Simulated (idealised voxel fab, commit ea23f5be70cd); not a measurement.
Herein follows the process module entitled voxel spacer lines.
cross-section cut | 155 nm wide | cells 5 nm
Throughout this document, each cross-section is represented as a grid of square cells and is presented as a sequence of bands enumerated from the top downward, where a band comprises one or more rows of cells.
This entry defines a band. It first specifies the height of the band's top and the height of its bottom in nm, and then specifies the band's materials from left to right, stating each material with its width in nm. The word "all across" identifies a single material that fills the band from edge to edge, while the word "blank" identifies empty space.
It should be noted that heights are counted from 0, beneath which the wafer as supplied is of one material throughout, and that the lowest band possesses no lower boundary but continues downward, as written in "top 0, no bottom".
Graded width ("30 to 40"): value in top row of band = first number; value in bottom row = second number; row-to-row change constant.
For the purposes of this document, the phrase "remained the same" attached to a step denotes that no cell within the cross-section was modified by that step.
This entry, "Completely sealed voids", enumerates those empty regions of no fewer than 8 cells that possess no open connection to the top. Each region is reported in the form width x height at distance, the distance being taken from the left edge, with all three quantities expressed in nm.
If you see something after the settings on a step's line, that's the simulator's own remark about that step.
If you see "overlay nm" on a step's line and that step has a mask, it's telling you how far right of where it was planned the mask ended up; a negative number means it went left instead.

**So here's the lineup of process steps we planned**
- 1: RECEIVE, material Si
- 2: CONFORMAL_DEP, material Al2O3, thk nm 10
- 3: DIRECTIONAL_DEP, material SiN, thk nm 20
- 4: DIRECTIONAL_DEP, material aC, thk nm 25
- 5: PATTERN, tone cover, mask id MANDREL, material resist, width nm 20, pitch nm 60, thk nm 30, overlay nm 0
- 6: DIRECTIONAL_ETCH, etch materials aC, depth nm 25
- 7: STRIP, etch materials resist
- 8: CONFORMAL_DEP, material SiO2, thk nm 10
- 9: DIRECTIONAL_ETCH, etch materials SiO2, depth nm 10
- 10: STRIP, etch materials aC
- 11: DIRECTIONAL_ETCH, etch materials SiN, depth nm 20
- 12: STRIP, etch materials SiO2

**Cross-section of the wafer as it came to us, i.e., already through step 1**
top 0, no bottom = Si all across
Completely sealed voids: none

**What the wafer looks like in cross-section after this module, when it starts as shown above and follows the plan above but one mistake is made in running it**
top 30, bottom 10 = blank: 20; SiN: 10; blank: 20; SiN: 10; blank: 20; SiN: 10; blank: 20; SiN: 10; blank: 35
top 10, bottom 0 = Al2O3 all across
top 0, no bottom = Si all across
Completely sealed voids: none
The plan and the run diverged here: for step 5, the planned setting was not used; the step was instead run as PATTERN, tone cover, mask id MANDREL, material resist, width nm 20, pitch nm 60, thk nm 30, overlay nm -5
